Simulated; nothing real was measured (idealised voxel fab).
The process module that follows is named voxel gate over fins.
cross-section cut | 255 nm wide | cells 5 nm
Throughout this document, each cross-section is represented as a grid of square cells and is presented as a sequence of bands enumerated from the top downward, where a band comprises one or more rows of cells.
Band: top height; bottom height; in nm. Then, left to right: material with width in nm, for each material. "edge to edge": a single material spanning edge to edge. "empty": empty space.
We count height from 0. Below that, the starting wafer is all one material. The lowest band never ends at the bottom but goes on down; see "0 nm and below" for how that is written.
Graded width ("30->40"): value in top row of band = first number; value in bottom row = second number; row-to-row change constant.
Where the words "identical to before" appear for a step, the cross-section shows no cell changed by that step; every cell remained as before.
Heads up: "Sealed void list" only lists the empty pockets with no open path to the top that are 8 cells or more, and it writes them as width x height at distance, distance from the left edge, in nm.
Whatever follows a step's settings on its line is a remark the simulator itself makes about that step.
overlay nm: right-of-plan distance of the mask on a masked step; negative values mean left-of-plan.
## This section lists the process steps that were planned
1,RECEIVE with material Si
2,CONFORMAL_DEP with material SiN, thk nm 5
3,MASKED_ETCH with tone cover, mask id FINS, width nm 15, pitch nm 45, etch materials SiN, depth nm 5, overlay nm 0
4,MASKED_ETCH with tone cover, mask id FINS, width nm 15, pitch nm 45, etch materials Si, depth nm 30, overlay nm 0
5,OXIDIZE with depth nm 5
6,FILL_DEP with material SiO2, thk nm 5
7,CMP with height nm 5
8,SELECTIVE_ETCH with etch materials SiO2, depth nm 15
9,STRIP with etch materials SiN
10,CONFORMAL_DEP with material HfO2, thk nm 5
11,CONFORMAL_DEP with material TiN, thk nm 5
12,FILL_DEP with material W, thk nm 15
13,CMP with height nm 20
14,CONFORMAL_DEP with material SiN, thk nm 5
## First of the two wafers, run per plan
## Shown in cross-section is the wafer as received, that is, as it stands after step 1
- 0 nm and below  Si edge to edge
- Sealed void list: none
## How the wafer stands in section after step 2
- 5 nm to 0 nm  SiN edge to edge
- Below 0 it's all the same as before, nothing changed down there.
## How the wafer stands in section after step 3
- 5 nm to 0 nm  50 empty / 15 SiN / 30 empty / 15 SiN / 30 empty / 15 SiN / 30 empty / 15 SiN / 55 empty
- Below 0 it's all the same as before, nothing changed down there.
## How the wafer stands in section after step 4
- 5 nm to 0 nm  50 empty / 15 SiN / 30 empty / 15 SiN / 30 empty / 15 SiN / 30 empty / 15 SiN / 55 empty
- 0 nm to -30 nm  50 empty / 15 Si / 30 empty / 15 Si / 30 empty / 15 Si / 30 empty / 15 Si / 55 empty
- Below -30 it's all the same as before, nothing changed down there.
## How the wafer stands in section after step 5
- 5 nm to 0 nm  50 empty / 15 SiN / 30 empty / 15 SiN / 30 empty / 15 SiN / 30 empty / 15 SiN / 55 empty
- 0 nm to -30 nm  50 empty / 5 SiO2 / 5 Si / 5 SiO2 / 30 empty / 5 SiO2 / 5 Si / 5 SiO2 / 30 empty / 5 SiO2 / 5 Si / 5 SiO2 / 30 empty / 5 SiO2 / 5 Si / 5 SiO2 / 55 empty
- -30 nm to -35 nm  55 SiO2 / 5 Si / 40 SiO2 / 5 Si / 40 SiO2 / 5 Si / 40 SiO2 / 5 Si / 60 SiO2
- Below -35 it's all the same as before, nothing changed down there.
## How the wafer stands in section after step 6
- 10 nm to 5 nm  SiO2 edge to edge
- 5 nm to 0 nm  50 SiO2 / 15 SiN / 30 SiO2 / 15 SiN / 30 SiO2 / 15 SiN / 30 SiO2 / 15 SiN / 55 SiO2
- 0 nm to -35 nm  55 SiO2 / 5 Si / 40 SiO2 / 5 Si / 40 SiO2 / 5 Si / 40 SiO2 / 5 Si / 60 SiO2
- Below -35 it's all the same as before, nothing changed down there.
## How the wafer stands in section after step 7
- 5 nm to 0 nm  50 SiO2 / 15 SiN / 30 SiO2 / 15 SiN / 30 SiO2 / 15 SiN / 30 SiO2 / 15 SiN / 55 SiO2
- Below 0 it's all the same as before, nothing changed down there.
## How the wafer stands in section after step 8
- 5 nm to 0 nm  50 empty / 15 SiN / 30 empty / 15 SiN / 30 empty / 15 SiN / 30 empty / 15 SiN / 55 empty
- 0 nm to -10 nm  55 empty / 5 Si / 40 empty / 5 Si / 40 empty / 5 Si / 40 empty / 5 Si / 60 empty
- Below -10 it's all the same as before, nothing changed down there.
## How the wafer stands in section after step 9
- 0 nm to -10 nm  55 empty / 5 Si / 40 empty / 5 Si / 40 empty / 5 Si / 40 empty / 5 Si / 60 empty
- Below -10 it's all the same as before, nothing changed down there.
## How the wafer stands in section after step 10
- 5 nm to 0 nm  50 empty / 15 HfO2 / 30 empty / 15 HfO2 / 30 empty / 15 HfO2 / 30 empty / 15 HfO2 / 55 empty
- 0 nm to -5 nm  50 empty / 5 HfO2 / 5 Si / 5 HfO2 / 30 empty / 5 HfO2 / 5 Si / 5 HfO2 / 30 empty / 5 HfO2 / 5 Si / 5 HfO2 / 30 empty / 5 HfO2 / 5 Si / 5 HfO2 / 55 empty
- -5 nm to -10 nm  55 HfO2 / 5 Si / 40 HfO2 / 5 Si / 40 HfO2 / 5 Si / 40 HfO2 / 5 Si / 60 HfO2
- Below -10 it's all the same as before, nothing changed down there.
## How the wafer stands in section after step 11
- 10 nm to 5 nm  45 empty / 25 TiN / 20 empty / 25 TiN / 20 empty / 25 TiN / 20 empty / 25 TiN / 50 empty
- 5 nm to 0 nm  45 empty / 5 TiN / 15 HfO2 / 5 TiN / 20 empty / 5 TiN / 15 HfO2 / 5 TiN / 20 empty / 5 TiN / 15 HfO2 / 5 TiN / 20 empty / 5 TiN / 15 HfO2 / 5 TiN / 50 empty
- 0 nm to -5 nm  50 TiN / 5 HfO2 / 5 Si / 5 HfO2 / 30 TiN / 5 HfO2 / 5 Si / 5 HfO2 / 30 TiN / 5 HfO2 / 5 Si / 5 HfO2 / 30 TiN / 5 HfO2 / 5 Si / 5 HfO2 / 55 TiN
- Below -5 it's all the same as before, nothing changed down there.
## How the wafer stands in section after step 12
- 25 nm to 10 nm  W edge to edge
- 10 nm to 5 nm  45 W / 25 TiN / 20 W / 25 TiN / 20 W / 25 TiN / 20 W / 25 TiN / 50 W
- 5 nm to 0 nm  45 W / 5 TiN / 15 HfO2 / 5 TiN / 20 W / 5 TiN / 15 HfO2 / 5 TiN / 20 W / 5 TiN / 15 HfO2 / 5 TiN / 20 W / 5 TiN / 15 HfO2 / 5 TiN / 50 W
- Below 0 it's all the same as before, nothing changed down there.
## How the wafer stands in section after step 13
- 20 nm to 10 nm  W edge to edge
- Below 10 it's all the same as before, nothing changed down there.
## How the wafer stands in section after step 14
- 25 nm to 20 nm  SiN edge to edge
- Below 20 it's all the same as before, nothing changed down there.
## Now the other wafer: same start, same recipe, but we messed up one thing when running it. Up to and including step 7 it's the same as the first one
## X-section, second wafer, when step 8 was due to finish
- 5 nm to 0 nm  50 empty / 15 SiN / 30 empty / 15 SiN / 30 empty / 15 SiN / 30 empty / 15 SiN / 55 empty
- 0 nm to -20 nm  55 empty / 5 Si / 40 empty / 5 Si / 40 empty / 5 Si / 40 empty / 5 Si / 60 empty
- Below -20 it's all the same as before, nothing changed down there.
## X-section, second wafer, when step 9 was due to finish
- 0 nm to -20 nm  55 empty / 5 Si / 40 empty / 5 Si / 40 empty / 5 Si / 40 empty / 5 Si / 60 empty
- Below -20 it's all the same as before, nothing changed down there.
## X-section, second wafer, when step 10 was due to finish
- 5 nm to 0 nm  50 empty / 15 HfO2 / 30 empty / 15 HfO2 / 30 empty / 15 HfO2 / 30 empty / 15 HfO2 / 55 empty
- 0 nm to -15 nm  50 empty / 5 HfO2 / 5 Si / 5 HfO2 / 30 empty / 5 HfO2 / 5 Si / 5 HfO2 / 30 empty / 5 HfO2 / 5 Si / 5 HfO2 / 30 empty / 5 HfO2 / 5 Si / 5 HfO2 / 55 empty
- -15 nm to -20 nm  55 HfO2 / 5 Si / 40 HfO2 / 5 Si / 40 HfO2 / 5 Si / 40 HfO2 / 5 Si / 60 HfO2
- Below -20 it's all the same as before, nothing changed down there.
## X-section, second wafer, when step 11 was due to finish
- 10 nm to 5 nm  45 empty / 25 TiN / 20 empty / 25 TiN / 20 empty / 25 TiN / 20 empty / 25 TiN / 50 empty
- 5 nm to 0 nm  45 empty / 5 TiN / 15 HfO2 / 5 TiN / 20 empty / 5 TiN / 15 HfO2 / 5 TiN / 20 empty / 5 TiN / 15 HfO2 / 5 TiN / 20 empty / 5 TiN / 15 HfO2 / 5 TiN / 50 empty
- 0 nm to -10 nm  45 empty / 5 TiN / 5 HfO2 / 5 Si / 5 HfO2 / 5 TiN / 20 empty / 5 TiN / 5 HfO2 / 5 Si / 5 HfO2 / 5 TiN / 20 empty / 5 TiN / 5 HfO2 / 5 Si / 5 HfO2 / 5 TiN / 20 empty / 5 TiN / 5 HfO2 / 5 Si / 5 HfO2 / 5 TiN / 50 empty
- -10 nm to -15 nm  50 TiN / 5 HfO2 / 5 Si / 5 HfO2 / 30 TiN / 5 HfO2 / 5 Si / 5 HfO2 / 30 TiN / 5 HfO2 / 5 Si / 5 HfO2 / 30 TiN / 5 HfO2 / 5 Si / 5 HfO2 / 55 TiN
- Below -15 it's all the same as before, nothing changed down there.
## X-section, second wafer, when step 12 was due to finish
- 25 nm to 10 nm  W edge to edge
- 10 nm to 5 nm  45 W / 25 TiN / 20 W / 25 TiN / 20 W / 25 TiN / 20 W / 25 TiN / 50 W
- 5 nm to 0 nm  45 W / 5 TiN / 15 HfO2 / 5 TiN / 20 W / 5 TiN / 15 HfO2 / 5 TiN / 20 W / 5 TiN / 15 HfO2 / 5 TiN / 20 W / 5 TiN / 15 HfO2 / 5 TiN / 50 W
- 0 nm to -10 nm  45 W / 5 TiN / 5 HfO2 / 5 Si / 5 HfO2 / 5 TiN / 20 W / 5 TiN / 5 HfO2 / 5 Si / 5 HfO2 / 5 TiN / 20 W / 5 TiN / 5 HfO2 / 5 Si / 5 HfO2 / 5 TiN / 20 W / 5 TiN / 5 HfO2 / 5 Si / 5 HfO2 / 5 TiN / 50 W
- Below -10 it's all the same as before, nothing changed down there.
## X-section, second wafer, when step 13 was due to finish
- 20 nm to 10 nm  W edge to edge
- Below 10 it's all the same as before, nothing changed down there.
## X-section, second wafer, when step 14 was due to finish
- 25 nm to 20 nm  SiN edge to edge
- Below 20 it's all the same as before, nothing changed down there.
The plan and the run diverged here: step 8 deviated from plan and actually ran as SELECTIVE_ETCH with etch materials SiO2, depth nm 25
Counted in cells at the end, the second wafer holds more or fewer of these materials than the first: HfO2 +16, SiO2 -94, TiN +16, W +62
